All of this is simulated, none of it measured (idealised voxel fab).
process module | voxel transistor to metal
cross-section cut | 300 nm wide | cells 5 nm
A cross-section is a grid of square cells, given in bands from the top down. A band is one or more rows of cells.
Each band's line starts with the height of the band's top and of its bottom, in nm. Then come its materials from left to right, each with its width in nm. One material with "throughout" fills the band from edge to edge. "air" is empty space.
Height 0 is the level under which the wafer as received is all one material. The lowest band goes on downwards, as in "0 down".
A width such as "30 to 40" changes by the same amount from each row of cells to the next, from the band's top row to its bottom row.
"no change" after a step means that no cell of the cross-section changed.
closed voids: empty space of 8 cells or more with no open way to the top, each as width x height at its distance from the left edge, in nm
after a step's settings: what the simulator itself notes on the step
overlay nm, on a step with a mask: how far to the right of its planned place the mask lay; to the left if negative
plan
1 op RECEIVE | material Si
2 op CONFORMAL_DEP | material SiO2 | thk nm 5
3 op CONFORMAL_DEP | material SiN | thk nm 10
4 op PATTERN | tone cover | mask id ACTIVE | material resist | width nm 100 | pitch nm 125 | thk nm 20 | overlay nm 0
5 op DIRECTIONAL_ETCH | etch materials SiN | depth nm 10
6 op DIRECTIONAL_ETCH | etch materials SiO2 | depth nm 5
7 op DIRECTIONAL_ETCH | etch materials Si | depth nm 20
8 op STRIP | etch materials resist
9 op FILL_DEP | material SiO2 | thk nm 5
10 op CMP | height nm 15
11 op SELECTIVE_ETCH | etch materials SiO2 | depth nm 5
12 op STRIP | etch materials SiN
13 op SELECTIVE_ETCH | etch materials SiO2 | depth nm 5
14 op OXIDIZE | depth nm 5
15 op DIRECTIONAL_DEP | material polySi | thk nm 25
16 op DIRECTIONAL_DEP | material SiCN | thk nm 10
17 op PATTERN | tone cover | mask id GATE | material resist | width nm 20 | pitch nm 125 | thk nm 20 | overlay nm 0
18 op DIRECTIONAL_ETCH | etch materials SiCN | depth nm 20
19 op DIRECTIONAL_ETCH | etch materials polySi | depth nm 35
20 op STRIP | etch materials resist
21 op CONFORMAL_DEP | material SiN | thk nm 10
22 op DIRECTIONAL_ETCH | etch materials SiN | depth nm 10
23 op DIRECTIONAL_ETCH | etch materials SiO2 | depth nm 5
24 op EPI | material nSi | thk nm 5
25 op FILL_DEP | material SiO2 | thk nm 5
26 op CMP | height nm 35
27 op DIRECTIONAL_DEP | material SiO2 | thk nm 10
28 op PATTERN | tone open | mask id CONTACT | material resist | width nm 25 | thk nm 20 | overlay nm 0
29 op DIRECTIONAL_ETCH | etch materials SiO2 | depth nm 45
30 op STRIP | etch materials resist
31 op CONFORMAL_DEP | material TiN | thk nm 5
32 op FILL_DEP | material W | thk nm 5
33 op CMP | height nm 45
34 op DIRECTIONAL_DEP | material TiN | thk nm 5
35 op DIRECTIONAL_DEP | material Ru | thk nm 25
36 op MASKED_ETCH | tone cover | mask id METAL_1 | width nm 15 | etch materials Ru | depth nm 25 | overlay nm 0
37 op MASKED_ETCH | tone cover | mask id METAL_1 | width nm 15 | etch materials TiN | depth nm 5 | overlay nm 0
38 op FILL_DEP | material SiO2 | thk nm 5
39 op CMP | height nm 75
40 op CONFORMAL_DEP | material SiN | thk nm 5
first wafer, as planned
as received, after step 1
  0 down: Si throughout
  closed voids: none
after step 2
  5 to 0: SiO2 throughout
  below 0: unchanged
after step 3
  15 to 5: SiN throughout
  below 5: unchanged
after step 4
  35 to 15: air 35 | resist 100 | air 25 | resist 100 | air 40
  below 15: unchanged
after step 5
  35 to 15: air 35 | resist 100 | air 25 | resist 100 | air 40
  15 to 5: air 35 | SiN 100 | air 25 | SiN 100 | air 40
  below 5: unchanged
after step 6
  35 to 15: air 35 | resist 100 | air 25 | resist 100 | air 40
  15 to 5: air 35 | SiN 100 | air 25 | SiN 100 | air 40
  5 to 0: air 35 | SiO2 100 | air 25 | SiO2 100 | air 40
  below 0: unchanged
after step 7
  35 to 15: air 35 | resist 100 | air 25 | resist 100 | air 40
  15 to 5: air 35 | SiN 100 | air 25 | SiN 100 | air 40
  5 to 0: air 35 | SiO2 100 | air 25 | SiO2 100 | air 40
  0 to -20: air 35 | Si 100 | air 25 | Si 100 | air 40
  below -20: unchanged
after step 8
  15 to 5: air 35 | SiN 100 | air 25 | SiN 100 | air 40
  below 5: unchanged
after step 9
  20 to 15: SiO2 throughout
  15 to 5: SiO2 35 | SiN 100 | SiO2 25 | SiN 100 | SiO2 40
  5 to 0: SiO2 throughout
  0 to -20: SiO2 35 | Si 100 | SiO2 25 | Si 100 | SiO2 40
  below -20: unchanged
after step 10
  15 to 5: SiO2 35 | SiN 100 | SiO2 25 | SiN 100 | SiO2 40
  below 5: unchanged
after step 11
  15 to 10: air 35 | SiN 100 | air 25 | SiN 100 | air 40
  below 10: unchanged
after step 12
  10 to 5: SiO2 35 | air 100 | SiO2 25 | air 100 | SiO2 40
  below 5: unchanged
after step 13
  5 to 0: SiO2 30 | air 110 | SiO2 15 | air 110 | SiO2 35
  below 0: unchanged
after step 14
  5 to 0: SiO2 30 | air 110 | SiO2 15 | air 110 | SiO2 35
  0 to -5: SiO2 throughout
  below -5: unchanged
after step 15
  30 to 25: polySi 30 | air 110 | polySi 15 | air 110 | polySi 35
  25 to 5: polySi throughout
  5 to 0: SiO2 30 | polySi 110 | SiO2 15 | polySi 110 | SiO2 35
  below 0: unchanged
after step 16
  40 to 35: SiCN 30 | air 110 | SiCN 15 | air 110 | SiCN 35
  35 to 30: SiCN throughout
  30 to 25: polySi 30 | SiCN 110 | polySi 15 | SiCN 110 | polySi 35
  below 25: unchanged
after step 17
  60 to 40: air 75 | resist 20 | air 105 | resist 20 | air 80
  40 to 35: SiCN 30 | air 45 | resist 20 | air 45 | SiCN 15 | air 45 | resist 20 | air 45 | SiCN 35
  below 35: unchanged
after step 18
  60 to 35: air 75 | resist 20 | air 105 | resist 20 | air 80
  35 to 30: air 75 | SiCN 20 | air 105 | SiCN 20 | air 80
  30 to 25: polySi 30 | air 45 | SiCN 20 | air 45 | polySi 15 | air 45 | SiCN 20 | air 45 | polySi 35
  below 25: unchanged
after step 19
  60 to 35: air 75 | resist 20 | air 105 | resist 20 | air 80
  35 to 25: air 75 | SiCN 20 | air 105 | SiCN 20 | air 80
  25 to 5: air 75 | polySi 20 | air 105 | polySi 20 | air 80
  5 to 0: SiO2 30 | air 45 | polySi 20 | air 45 | SiO2 15 | air 45 | polySi 20 | air 45 | SiO2 35
  below 0: unchanged
after step 20
  35 to 25: air 75 | SiCN 20 | air 105 | SiCN 20 | air 80
  below 25: unchanged
after step 21
  45 to 35: air 65 | SiN 40 | air 85 | SiN 40 | air 70
  35 to 25: air 65 | SiN 10 | SiCN 20 | SiN 10 | air 85 | SiN 10 | SiCN 20 | SiN 10 | air 70
  25 to 15: air 65 | SiN 10 | polySi 20 | SiN 10 | air 85 | SiN 10 | polySi 20 | SiN 10 | air 70
  15 to 10: SiN 40 | air 25 | SiN 10 | polySi 20 | SiN 10 | air 25 | SiN 35 | air 25 | SiN 10 | polySi 20 | SiN 10 | air 25 | SiN 45
  10 to 5: SiN 75 | polySi 20 | SiN 105 | polySi 20 | SiN 80
  5 to 0: SiO2 30 | SiN 45 | polySi 20 | SiN 45 | SiO2 15 | SiN 45 | polySi 20 | SiN 45 | SiO2 35
  below 0: unchanged
after step 22
  35 to 25: air 65 | SiN 10 | SiCN 20 | SiN 10 | air 85 | SiN 10 | SiCN 20 | SiN 10 | air 70
  25 to 5: air 65 | SiN 10 | polySi 20 | SiN 10 | air 85 | SiN 10 | polySi 20 | SiN 10 | air 70
  5 to 0: SiO2 30 | SiN 10 | air 25 | SiN 10 | polySi 20 | SiN 10 | air 25 | SiN 10 | SiO2 15 | SiN 10 | air 25 | SiN 10 | polySi 20 | SiN 10 | air 25 | SiN 10 | SiO2 35
  below 0: unchanged
after step 23
  35 to 25: air 65 | SiN 10 | SiCN 20 | SiN 10 | air 85 | SiN 10 | SiCN 20 | SiN 10 | air 70
  25 to 5: air 65 | SiN 10 | polySi 20 | SiN 10 | air 85 | SiN 10 | polySi 20 | SiN 10 | air 70
  5 to 0: air 30 | SiN 10 | air 25 | SiN 10 | polySi 20 | SiN 10 | air 25 | SiN 10 | air 15 | SiN 10 | air 25 | SiN 10 | polySi 20 | SiN 10 | air 25 | SiN 10 | air 35
  0 to -5: SiO2 40 | air 25 | SiO2 40 | air 25 | SiO2 35 | air 25 | SiO2 40 | air 25 | SiO2 45
  below -5: unchanged
after step 24
  35 to 25: air 65 | SiN 10 | SiCN 20 | SiN 10 | air 85 | SiN 10 | SiCN 20 | SiN 10 | air 70
  25 to 5: air 65 | SiN 10 | polySi 20 | SiN 10 | air 85 | SiN 10 | polySi 20 | SiN 10 | air 70
  5 to 0: air 30 | SiN 10 | air 25 | SiN 10 | polySi 20 | SiN 10 | air 25 | SiN 10 | air 15 | SiN 10 | air 25 | SiN 10 | polySi 20 | SiN 10 | air 25 | SiN 10 | air 35
  0 to -5: SiO2 40 | nSi 25 | SiO2 40 | nSi 25 | SiO2 35 | nSi 25 | SiO2 40 | nSi 25 | SiO2 45
  below -5: unchanged
after step 25
  40 to 35: SiO2 throughout
  35 to 25: SiO2 65 | SiN 10 | SiCN 20 | SiN 10 | SiO2 85 | SiN 10 | SiCN 20 | SiN 10 | SiO2 70
  25 to 5: SiO2 65 | SiN 10 | polySi 20 | SiN 10 | SiO2 85 | SiN 10 | polySi 20 | SiN 10 | SiO2 70
  5 to 0: SiO2 30 | SiN 10 | SiO2 25 | SiN 10 | polySi 20 | SiN 10 | SiO2 25 | SiN 10 | SiO2 15 | SiN 10 | SiO2 25 | SiN 10 | polySi 20 | SiN 10 | SiO2 25 | SiN 10 | SiO2 35
  below 0: unchanged
after step 26
  35 to 25: SiO2 65 | SiN 10 | SiCN 20 | SiN 10 | SiO2 85 | SiN 10 | SiCN 20 | SiN 10 | SiO2 70
  below 25: unchanged
after step 27
  45 to 35: SiO2 throughout
  below 35: unchanged
after step 28
  65 to 45: resist 45 | air 25 | resist 30 | air 25 | resist 45 | air 25 | resist 30 | air 25 | resist 50
  below 45: unchanged
after step 29
  65 to 45: resist 45 | air 25 | resist 30 | air 25 | resist 45 | air 25 | resist 30 | air 25 | resist 50
  45 to 35: SiO2 45 | air 25 | SiO2 30 | air 25 | SiO2 45 | air 25 | SiO2 30 | air 25 | SiO2 50
  35 to 25: SiO2 45 | air 20 | SiN 10 | SiCN 20 | SiN 10 | air 20 | SiO2 45 | air 20 | SiN 10 | SiCN 20 | SiN 10 | air 20 | SiO2 50
  25 to 5: SiO2 45 | air 20 | SiN 10 | polySi 20 | SiN 10 | air 20 | SiO2 45 | air 20 | SiN 10 | polySi 20 | SiN 10 | air 20 | SiO2 50
  5 to 0: SiO2 30 | SiN 10 | SiO2 5 | air 20 | SiN 10 | polySi 20 | SiN 10 | air 20 | SiO2 5 | SiN 10 | SiO2 15 | SiN 10 | SiO2 5 | air 20 | SiN 10 | polySi 20 | SiN 10 | air 20 | SiO2 5 | SiN 10 | SiO2 35
  below 0: unchanged
after step 30
  45 to 35: SiO2 45 | air 25 | SiO2 30 | air 25 | SiO2 45 | air 25 | SiO2 30 | air 25 | SiO2 50
  below 35: unchanged
after step 31
  50 to 45: TiN 50 | air 15 | TiN 40 | air 15 | TiN 55 | air 15 | TiN 40 | air 15 | TiN 55
  45 to 35: SiO2 45 | TiN 5 | air 15 to 10 | TiN 5 to 10 | SiO2 30 | TiN 5 to 10 | air 15 to 10 | TiN 5 | SiO2 45 | TiN 5 | air 15 to 10 | TiN 5 to 10 | SiO2 30 | TiN 5 to 10 | air 15 to 10 | TiN 5 | SiO2 50
  35 to 25: SiO2 45 | TiN 5 | air 10 | TiN 5 | SiN 10 | SiCN 20 | SiN 10 | TiN 5 | air 10 | TiN 5 | SiO2 45 | TiN 5 | air 10 | TiN 5 | SiN 10 | SiCN 20 | SiN 10 | TiN 5 | air 10 | TiN 5 | SiO2 50
  25 to 5: SiO2 45 | TiN 5 | air 10 | TiN 5 | SiN 10 | polySi 20 | SiN 10 | TiN 5 | air 10 | TiN 5 | SiO2 45 | TiN 5 | air 10 | TiN 5 | SiN 10 | polySi 20 | SiN 10 | TiN 5 | air 10 | TiN 5 | SiO2 50
  5 to 0: SiO2 30 | SiN 10 | SiO2 5 | TiN 20 | SiN 10 | polySi 20 | SiN 10 | TiN 20 | SiO2 5 | SiN 10 | SiO2 15 | SiN 10 | SiO2 5 | TiN 20 | SiN 10 | polySi 20 | SiN 10 | TiN 20 | SiO2 5 | SiN 10 | SiO2 35
  below 0: unchanged
after step 32
  55 to 50: W throughout
  50 to 45: TiN 50 | W 15 | TiN 40 | W 15 | TiN 55 | W 15 | TiN 40 | W 15 | TiN 55
  45 to 35: SiO2 45 | TiN 5 | W 15 to 10 | TiN 5 to 10 | SiO2 30 | TiN 5 to 10 | W 15 to 10 | TiN 5 | SiO2 45 | TiN 5 | W 15 to 10 | TiN 5 to 10 | SiO2 30 | TiN 5 to 10 | W 15 to 10 | TiN 5 | SiO2 50
  35 to 25: SiO2 45 | TiN 5 | W 10 | TiN 5 | SiN 10 | SiCN 20 | SiN 10 | TiN 5 | W 10 | TiN 5 | SiO2 45 | TiN 5 | W 10 | TiN 5 | SiN 10 | SiCN 20 | SiN 10 | TiN 5 | W 10 | TiN 5 | SiO2 50
  25 to 5: SiO2 45 | TiN 5 | W 10 | TiN 5 | SiN 10 | polySi 20 | SiN 10 | TiN 5 | W 10 | TiN 5 | SiO2 45 | TiN 5 | W 10 | TiN 5 | SiN 10 | polySi 20 | SiN 10 | TiN 5 | W 10 | TiN 5 | SiO2 50
  below 5: unchanged
after step 33
  45 to 35: SiO2 45 | TiN 5 | W 15 to 10 | TiN 5 to 10 | SiO2 30 | TiN 5 to 10 | W 15 to 10 | TiN 5 | SiO2 45 | TiN 5 | W 15 to 10 | TiN 5 to 10 | SiO2 30 | TiN 5 to 10 | W 15 to 10 | TiN 5 | SiO2 50
  below 35: unchanged
after step 34
  50 to 45: TiN throughout
  below 45: unchanged
after step 35
  75 to 50: Ru throughout
  below 50: unchanged
after step 36
  75 to 50: air 45 | Ru 15 | air 50 | Ru 15 | air 45 | Ru 15 | air 50 | Ru 15 | air 50
  below 50: unchanged
after step 37
  75 to 50: air 45 | Ru 15 | air 50 | Ru 15 | air 45 | Ru 15 | air 50 | Ru 15 | air 50
  50 to 45: air 45 | TiN 15 | air 50 | TiN 15 | air 45 | TiN 15 | air 50 | TiN 15 | air 50
  below 45: unchanged
after step 38
  80 to 75: SiO2 throughout
  75 to 50: SiO2 45 | Ru 15 | SiO2 50 | Ru 15 | SiO2 45 | Ru 15 | SiO2 50 | Ru 15 | SiO2 50
  50 to 45: SiO2 45 | TiN 15 | SiO2 50 | TiN 15 | SiO2 45 | TiN 15 | SiO2 50 | TiN 15 | SiO2 50
  below 45: unchanged
after step 39
  75 to 50: SiO2 45 | Ru 15 | SiO2 50 | Ru 15 | SiO2 45 | Ru 15 | SiO2 50 | Ru 15 | SiO2 50
  below 50: unchanged
after step 40
  80 to 75: SiN throughout
  below 75: unchanged
second wafer: like start, like plan, one mistake. Through step 3 it matches the first wafer
when step 4 should have ended
  35 to 15: air 35 | resist 105 | air 20 | resist 105 | air 35
  below 15: unchanged
when step 5 should have ended
  35 to 15: air 35 | resist 105 | air 20 | resist 105 | air 35
  15 to 5: air 35 | SiN 105 | air 20 | SiN 105 | air 35
  below 5: unchanged
when step 6 should have ended
  35 to 15: air 35 | resist 105 | air 20 | resist 105 | air 35
  15 to 5: air 35 | SiN 105 | air 20 | SiN 105 | air 35
  5 to 0: air 35 | SiO2 105 | air 20 | SiO2 105 | air 35
  below 0: unchanged
when step 7 should have ended
  35 to 15: air 35 | resist 105 | air 20 | resist 105 | air 35
  15 to 5: air 35 | SiN 105 | air 20 | SiN 105 | air 35
  5 to 0: air 35 | SiO2 105 | air 20 | SiO2 105 | air 35
  0 to -20: air 35 | Si 105 | air 20 | Si 105 | air 35
  below -20: unchanged
when step 8 should have ended
  15 to 5: air 35 | SiN 105 | air 20 | SiN 105 | air 35
  below 5: unchanged
when step 9 should have ended
  20 to 15: SiO2 throughout
  15 to 5: SiO2 35 | SiN 105 | SiO2 20 | SiN 105 | SiO2 35
  5 to 0: SiO2 throughout
  0 to -20: SiO2 35 | Si 105 | SiO2 20 | Si 105 | SiO2 35
  below -20: unchanged
when step 10 should have ended
  15 to 5: SiO2 35 | SiN 105 | SiO2 20 | SiN 105 | SiO2 35
  below 5: unchanged
when step 11 should have ended
  15 to 10: air 35 | SiN 105 | air 20 | SiN 105 | air 35
  below 10: unchanged
when step 12 should have ended
  10 to 5: SiO2 35 | air 105 | SiO2 20 | air 105 | SiO2 35
  below 5: unchanged
when step 13 should have ended
  5 to 0: SiO2 30 | air 115 | SiO2 10 | air 115 | SiO2 30
  below 0: unchanged
when step 14 should have ended
  5 to 0: SiO2 30 | air 115 | SiO2 10 | air 115 | SiO2 30
  0 to -5: SiO2 throughout
  below -5: unchanged
when step 15 should have ended
  30 to 25: polySi 30 | air 115 | polySi 10 | air 115 | polySi 30
  25 to 5: polySi throughout
  5 to 0: SiO2 30 | polySi 115 | SiO2 10 | polySi 115 | SiO2 30
  below 0: unchanged
when step 16 should have ended
  40 to 35: SiCN 30 | air 115 | SiCN 10 | air 115 | SiCN 30
  35 to 30: SiCN throughout
  30 to 25: polySi 30 | SiCN 115 | polySi 10 | SiCN 115 | polySi 30
  below 25: unchanged
when step 17 should have ended
  60 to 40: air 75 | resist 20 | air 105 | resist 20 | air 80
  40 to 35: SiCN 30 | air 45 | resist 20 | air 50 | SiCN 10 | air 45 | resist 20 | air 50 | SiCN 30
  below 35: unchanged
when step 18 should have ended
  60 to 35: air 75 | resist 20 | air 105 | resist 20 | air 80
  35 to 30: air 75 | SiCN 20 | air 105 | SiCN 20 | air 80
  30 to 25: polySi 30 | air 45 | SiCN 20 | air 50 | polySi 10 | air 45 | SiCN 20 | air 50 | polySi 30
  below 25: unchanged
when step 19 should have ended
  60 to 35: air 75 | resist 20 | air 105 | resist 20 | air 80
  35 to 25: air 75 | SiCN 20 | air 105 | SiCN 20 | air 80
  25 to 5: air 75 | polySi 20 | air 105 | polySi 20 | air 80
  5 to 0: SiO2 30 | air 45 | polySi 20 | air 50 | SiO2 10 | air 45 | polySi 20 | air 50 | SiO2 30
  below 0: unchanged
when step 20 should have ended
  35 to 25: air 75 | SiCN 20 | air 105 | SiCN 20 | air 80
  below 25: unchanged
when step 21 should have ended
  45 to 35: air 65 | SiN 40 | air 85 | SiN 40 | air 70
  35 to 25: air 65 | SiN 10 | SiCN 20 | SiN 10 | air 85 | SiN 10 | SiCN 20 | SiN 10 | air 70
  25 to 15: air 65 | SiN 10 | polySi 20 | SiN 10 | air 85 | SiN 10 | polySi 20 | SiN 10 | air 70
  15 to 10: SiN 40 | air 25 | SiN 10 | polySi 20 | SiN 10 | air 30 | SiN 30 | air 25 | SiN 10 | polySi 20 | SiN 10 | air 30 | SiN 40
  10 to 5: SiN 75 | polySi 20 | SiN 105 | polySi 20 | SiN 80
  5 to 0: SiO2 30 | SiN 45 | polySi 20 | SiN 50 | SiO2 10 | SiN 45 | polySi 20 | SiN 50 | SiO2 30
  below 0: unchanged
when step 22 should have ended
  35 to 25: air 65 | SiN 10 | SiCN 20 | SiN 10 | air 85 | SiN 10 | SiCN 20 | SiN 10 | air 70
  25 to 5: air 65 | SiN 10 | polySi 20 | SiN 10 | air 85 | SiN 10 | polySi 20 | SiN 10 | air 70
  5 to 0: SiO2 30 | SiN 10 | air 25 | SiN 10 | polySi 20 | SiN 10 | air 30 | SiN 10 | SiO2 10 | SiN 10 | air 25 | SiN 10 | polySi 20 | SiN 10 | air 30 | SiN 10 | SiO2 30
  below 0: unchanged
when step 23 should have ended
  35 to 25: air 65 | SiN 10 | SiCN 20 | SiN 10 | air 85 | SiN 10 | SiCN 20 | SiN 10 | air 70
  25 to 5: air 65 | SiN 10 | polySi 20 | SiN 10 | air 85 | SiN 10 | polySi 20 | SiN 10 | air 70
  5 to 0: air 30 | SiN 10 | air 25 | SiN 10 | polySi 20 | SiN 10 | air 30 | SiN 10 | air 10 | SiN 10 | air 25 | SiN 10 | polySi 20 | SiN 10 | air 30 | SiN 10 | air 30
  0 to -5: SiO2 40 | air 25 | SiO2 40 | air 30 | SiO2 30 | air 25 | SiO2 40 | air 30 | SiO2 40
  below -5: unchanged
when step 24 should have ended
  35 to 25: air 65 | SiN 10 | SiCN 20 | SiN 10 | air 85 | SiN 10 | SiCN 20 | SiN 10 | air 70
  25 to 5: air 65 | SiN 10 | polySi 20 | SiN 10 | air 85 | SiN 10 | polySi 20 | SiN 10 | air 70
  5 to 0: air 30 | SiN 10 | air 25 | SiN 10 | polySi 20 | SiN 10 | air 30 | SiN 10 | air 10 | SiN 10 | air 25 | SiN 10 | polySi 20 | SiN 10 | air 30 | SiN 10 | air 30
  0 to -5: SiO2 40 | nSi 25 | SiO2 40 | nSi 30 | SiO2 30 | nSi 25 | SiO2 40 | nSi 30 | SiO2 40
  below -5: unchanged
when step 25 should have ended
  40 to 35: SiO2 throughout
  35 to 25: SiO2 65 | SiN 10 | SiCN 20 | SiN 10 | SiO2 85 | SiN 10 | SiCN 20 | SiN 10 | SiO2 70
  25 to 5: SiO2 65 | SiN 10 | polySi 20 | SiN 10 | SiO2 85 | SiN 10 | polySi 20 | SiN 10 | SiO2 70
  5 to 0: SiO2 30 | SiN 10 | SiO2 25 | SiN 10 | polySi 20 | SiN 10 | SiO2 30 | SiN 10 | SiO2 10 | SiN 10 | SiO2 25 | SiN 10 | polySi 20 | SiN 10 | SiO2 30 | SiN 10 | SiO2 30
  below 0: unchanged
when step 26 should have ended
  35 to 25: SiO2 65 | SiN 10 | SiCN 20 | SiN 10 | SiO2 85 | SiN 10 | SiCN 20 | SiN 10 | SiO2 70
  below 25: unchanged
when step 27 should have ended
  45 to 35: SiO2 throughout
  below 35: unchanged
when step 28 should have ended
  65 to 45: resist 45 | air 25 | resist 30 | air 25 | resist 45 | air 25 | resist 30 | air 25 | resist 50
  below 45: unchanged
when step 29 should have ended
  65 to 45: resist 45 | air 25 | resist 30 | air 25 | resist 45 | air 25 | resist 30 | air 25 | resist 50
  45 to 35: SiO2 45 | air 25 | SiO2 30 | air 25 | SiO2 45 | air 25 | SiO2 30 | air 25 | SiO2 50
  35 to 25: SiO2 45 | air 20 | SiN 10 | SiCN 20 | SiN 10 | air 20 | SiO2 45 | air 20 | SiN 10 | SiCN 20 | SiN 10 | air 20 | SiO2 50
  25 to 5: SiO2 45 | air 20 | SiN 10 | polySi 20 | SiN 10 | air 20 | SiO2 45 | air 20 | SiN 10 | polySi 20 | SiN 10 | air 20 | SiO2 50
  5 to 0: SiO2 30 | SiN 10 | SiO2 5 | air 20 | SiN 10 | polySi 20 | SiN 10 | air 20 | SiO2 10 | SiN 10 | SiO2 10 | SiN 10 | SiO2 5 | air 20 | SiN 10 | polySi 20 | SiN 10 | air 20 | SiO2 10 | SiN 10 | SiO2 30
  below 0: unchanged
when step 30 should have ended
  45 to 35: SiO2 45 | air 25 | SiO2 30 | air 25 | SiO2 45 | air 25 | SiO2 30 | air 25 | SiO2 50
  below 35: unchanged
when step 31 should have ended
  50 to 45: TiN 50 | air 15 | TiN 40 | air 15 | TiN 55 | air 15 | TiN 40 | air 15 | TiN 55
  45 to 35: SiO2 45 | TiN 5 | air 15 to 10 | TiN 5 to 10 | SiO2 30 | TiN 5 to 10 | air 15 to 10 | TiN 5 | SiO2 45 | TiN 5 | air 15 to 10 | TiN 5 to 10 | SiO2 30 | TiN 5 to 10 | air 15 to 10 | TiN 5 | SiO2 50
  35 to 25: SiO2 45 | TiN 5 | air 10 | TiN 5 | SiN 10 | SiCN 20 | SiN 10 | TiN 5 | air 10 | TiN 5 | SiO2 45 | TiN 5 | air 10 | TiN 5 | SiN 10 | SiCN 20 | SiN 10 | TiN 5 | air 10 | TiN 5 | SiO2 50
  25 to 5: SiO2 45 | TiN 5 | air 10 | TiN 5 | SiN 10 | polySi 20 | SiN 10 | TiN 5 | air 10 | TiN 5 | SiO2 45 | TiN 5 | air 10 | TiN 5 | SiN 10 | polySi 20 | SiN 10 | TiN 5 | air 10 | TiN 5 | SiO2 50
  5 to 0: SiO2 30 | SiN 10 | SiO2 5 | TiN 20 | SiN 10 | polySi 20 | SiN 10 | TiN 20 | SiO2 10 | SiN 10 | SiO2 10 | SiN 10 | SiO2 5 | TiN 20 | SiN 10 | polySi 20 | SiN 10 | TiN 20 | SiO2 10 | SiN 10 | SiO2 30
  below 0: unchanged
when step 32 should have ended
  55 to 50: W throughout
  50 to 45: TiN 50 | W 15 | TiN 40 | W 15 | TiN 55 | W 15 | TiN 40 | W 15 | TiN 55
  45 to 35: SiO2 45 | TiN 5 | W 15 to 10 | TiN 5 to 10 | SiO2 30 | TiN 5 to 10 | W 15 to 10 | TiN 5 | SiO2 45 | TiN 5 | W 15 to 10 | TiN 5 to 10 | SiO2 30 | TiN 5 to 10 | W 15 to 10 | TiN 5 | SiO2 50
  35 to 25: SiO2 45 | TiN 5 | W 10 | TiN 5 | SiN 10 | SiCN 20 | SiN 10 | TiN 5 | W 10 | TiN 5 | SiO2 45 | TiN 5 | W 10 | TiN 5 | SiN 10 | SiCN 20 | SiN 10 | TiN 5 | W 10 | TiN 5 | SiO2 50
  25 to 5: SiO2 45 | TiN 5 | W 10 | TiN 5 | SiN 10 | polySi 20 | SiN 10 | TiN 5 | W 10 | TiN 5 | SiO2 45 | TiN 5 | W 10 | TiN 5 | SiN 10 | polySi 20 | SiN 10 | TiN 5 | W 10 | TiN 5 | SiO2 50
  below 5: unchanged
when step 33 should have ended
  45 to 35: SiO2 45 | TiN 5 | W 15 to 10 | TiN 5 to 10 | SiO2 30 | TiN 5 to 10 | W 15 to 10 | TiN 5 | SiO2 45 | TiN 5 | W 15 to 10 | TiN 5 to 10 | SiO2 30 | TiN 5 to 10 | W 15 to 10 | TiN 5 | SiO2 50
  below 35: unchanged
when step 34 should have ended
  50 to 45: TiN throughout
  below 45: unchanged
when step 35 should have ended
  75 to 50: Ru throughout
  below 50: unchanged
when step 36 should have ended
  75 to 50: air 45 | Ru 15 | air 50 | Ru 15 | air 45 | Ru 15 | air 50 | Ru 15 | air 50
  below 50: unchanged
when step 37 should have ended
  75 to 50: air 45 | Ru 15 | air 50 | Ru 15 | air 45 | Ru 15 | air 50 | Ru 15 | air 50
  50 to 45: air 45 | TiN 15 | air 50 | TiN 15 | air 45 | TiN 15 | air 50 | TiN 15 | air 50
  below 45: unchanged
when step 38 should have ended
  80 to 75: SiO2 throughout
  75 to 50: SiO2 45 | Ru 15 | SiO2 50 | Ru 15 | SiO2 45 | Ru 15 | SiO2 50 | Ru 15 | SiO2 50
  50 to 45: SiO2 45 | TiN 15 | SiO2 50 | TiN 15 | SiO2 45 | TiN 15 | SiO2 50 | TiN 15 | SiO2 50
  below 45: unchanged
when step 39 should have ended
  75 to 50: SiO2 45 | Ru 15 | SiO2 50 | Ru 15 | SiO2 45 | Ru 15 | SiO2 50 | Ru 15 | SiO2 50
  below 50: unchanged
when step 40 should have ended
  80 to 75: SiN throughout
  below 75: unchanged
what went wrong: step 4 ran as: op PATTERN | tone cover | mask id ACTIVE | material resist | width nm 105 | pitch nm 125 | thk nm 20 | overlay nm 0
at the end the second wafer has, in cells: 6 more of Si | 8 fewer of SiO2 | 2 more of nSi
